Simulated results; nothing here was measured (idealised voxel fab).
process module | voxel plated lines
cross-section cut | 225 nm wide | cells 5 nm
A cross-section is a grid of square cells, given in bands from the top down. A band is one or more rows of cells.
Each band's line starts with the height of the band's top and of its bottom, in nm. Then come its materials from left to right, each with its width in nm. One material with "throughout" fills the band from edge to edge. "air" is empty space.
Height 0 is the level under which the wafer as received is all one material. The lowest band goes on downwards, as in "0 down".
A width such as "30 to 40" changes by the same amount from each row of cells to the next, from the band's top row to its bottom row.
"no change" after a step means that no cell of the cross-section changed.
closed voids: empty space of 8 cells or more with no open way to the top, each as width x height at its distance from the left edge, in nm
after a step's settings: what the simulator itself notes on the step
overlay nm, on a step with a mask: how far to the right of its planned place the mask lay; to the left if negative
plan
1 op RECEIVE | material Si
2 op CONFORMAL_DEP | material Al2O3 | thk nm 15
3 op DIRECTIONAL_DEP | material TiN | thk nm 5
4 op PATTERN | tone open | mask id LINES | material resist | width nm 20 | pitch nm 45 | thk nm 30 | overlay nm 0
5 op EPI | material Ru | thk nm 5
6 op EPI | material Ru | thk nm 10
7 op STRIP | etch materials resist
8 op DIRECTIONAL_ETCH | etch materials TiN | depth nm 5
9 op CONFORMAL_DEP | material SiN | thk nm 5
as received, after step 1
  0 down: Si throughout
  closed voids: none
first wafer at the end, as planned
  40 to 35: air 30 | SiN 30 | air 15 | SiN 30 | air 15 | SiN 30 | air 15 | SiN 30 | air 30
  35 to 20: air 30 | SiN 5 | Ru 20 | SiN 5 | air 15 | SiN 5 | Ru 20 | SiN 5 | air 15 | SiN 5 | Ru 20 | SiN 5 | air 15 | SiN 5 | Ru 20 | SiN 5 | air 30
  20 to 15: SiN 35 | TiN 20 | SiN 25 | TiN 20 | SiN 25 | TiN 20 | SiN 25 | TiN 20 | SiN 35
  15 to 0: Al2O3 throughout
  0 down: Si throughout
  closed voids: none
second wafer at the end: like start, like plan, one mistake
  40 to 35: air 35 | SiN 30 | air 15 | SiN 30 | air 15 | SiN 30 | air 15 | SiN 30 | air 25
  35 to 20: air 35 | SiN 5 | Ru 20 | SiN 5 | air 15 | SiN 5 | Ru 20 | SiN 5 | air 15 | SiN 5 | Ru 20 | SiN 5 | air 15 | SiN 5 | Ru 20 | SiN 5 | air 25
  20 to 15: SiN 40 | TiN 20 | SiN 25 | TiN 20 | SiN 25 | TiN 20 | SiN 25 | TiN 20 | SiN 30
  15 to 0: Al2O3 throughout
  0 down: Si throughout
  closed voids: none
what went wrong: step 4 ran as: op PATTERN | tone open | mask id LINES | material resist | width nm 20 | pitch nm 45 | thk nm 30 | overlay nm 5
at the end the second wafer has, in cells: as many of each material as the first, in other places
